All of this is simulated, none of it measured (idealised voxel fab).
process module | voxel quadruple lines
cross-section cut | 200 nm wide | cells 5 nm
A cross-section is a grid of square cells, given in bands from the top down. A band is one or more rows of cells.
Each band's line starts with the height of the band's top and of its bottom, in nm. Then come its materials from left to right, each with its width in nm. One material with "throughout" fills the band from edge to edge. "air" is empty space.
Height 0 is the level under which the wafer as received is all one material. The lowest band goes on downwards, as in "0 down".
A width such as "30 to 40" changes by the same amount from each row of cells to the next, from the band's top row to its bottom row.
"no change" after a step means that no cell of the cross-section changed.
closed voids: empty space of 8 cells or more with no open way to the top, each as width x height at its distance from the left edge, in nm
after a step's settings: what the simulator itself notes on the step
overlay nm, on a step with a mask: how far to the right of its planned place the mask lay; to the left if negative
plan
1 op RECEIVE | material Si
2 op CONFORMAL_DEP | material Al2O3 | thk nm 5
3 op DIRECTIONAL_DEP | material Ru | thk nm 10
4 op DIRECTIONAL_DEP | material polySi | thk nm 20
5 op DIRECTIONAL_DEP | material aC | thk nm 20
6 op PATTERN | tone cover | mask id MANDREL | material resist | width nm 20 | pitch nm 60 | thk nm 30 | overlay nm -15
7 op DIRECTIONAL_ETCH | etch materials aC | depth nm 20
8 op STRIP | etch materials resist
9 op CONFORMAL_DEP | material SiO2 | thk nm 10
10 op DIRECTIONAL_ETCH | etch materials SiO2 | depth nm 10
11 op STRIP | etch materials aC
12 op DIRECTIONAL_ETCH | etch materials polySi | depth nm 20
13 op STRIP | etch materials SiO2
14 op CONFORMAL_DEP | material SiN | thk nm 5
15 op DIRECTIONAL_ETCH | etch materials SiN | depth nm 5
16 op STRIP | etch materials polySi
17 op DIRECTIONAL_ETCH | etch materials Ru | depth nm 10
18 op STRIP | etch materials SiN
19 op FILL_DEP | material SiO2 | thk nm 10
20 op CMP | height nm 15
varied across the wafers: overlay nm of step 6. The plan shows the first wafer's value. All wafers start alike
first wafer as received, after step 1
  0 down: Si throughout
  closed voids: none
first wafer at the end, after step 20
  15 to 5: SiO2 30 | Ru 5 | SiO2 10 | Ru 5 | SiO2 10 | Ru 5 | SiO2 10 | Ru 5 | SiO2 10 | Ru 5 | SiO2 10 | Ru 5 | SiO2 10 | Ru 5 | SiO2 10 | Ru 5 | SiO2 60
  5 to 0: Al2O3 throughout
  0 down: Si throughout
  closed voids: none
last wafer at the end
  15 to 5: SiO2 60 | Ru 5 | SiO2 10 | Ru 5 | SiO2 10 | Ru 5 | SiO2 10 | Ru 5 | SiO2 10 | Ru 5 | SiO2 10 | Ru 5 | SiO2 10 | Ru 5 | SiO2 10 | Ru 5 | SiO2 30
  5 to 0: Al2O3 throughout
  0 down: Si throughout
  closed voids: none
each wafer at the end: cells of each material gained (+) or lost (-) since it was received, then its closed voids
overlay nm -15 | +40 Al2O3 | +16 Ru | +64 SiO2 | closed voids: none
overlay nm -10 | +40 Al2O3 | +16 Ru | +64 SiO2 | closed voids: none
overlay nm -5 | +40 Al2O3 | +16 Ru | +64 SiO2 | closed voids: none
overlay nm 0 | +40 Al2O3 | +16 Ru | +64 SiO2 | closed voids: none
overlay nm 5 | +40 Al2O3 | +16 Ru | +64 SiO2 | closed voids: none
overlay nm 10 | +40 Al2O3 | +16 Ru | +64 SiO2 | closed voids: none
overlay nm 15 | +40 Al2O3 | +16 Ru | +64 SiO2 | closed voids: none
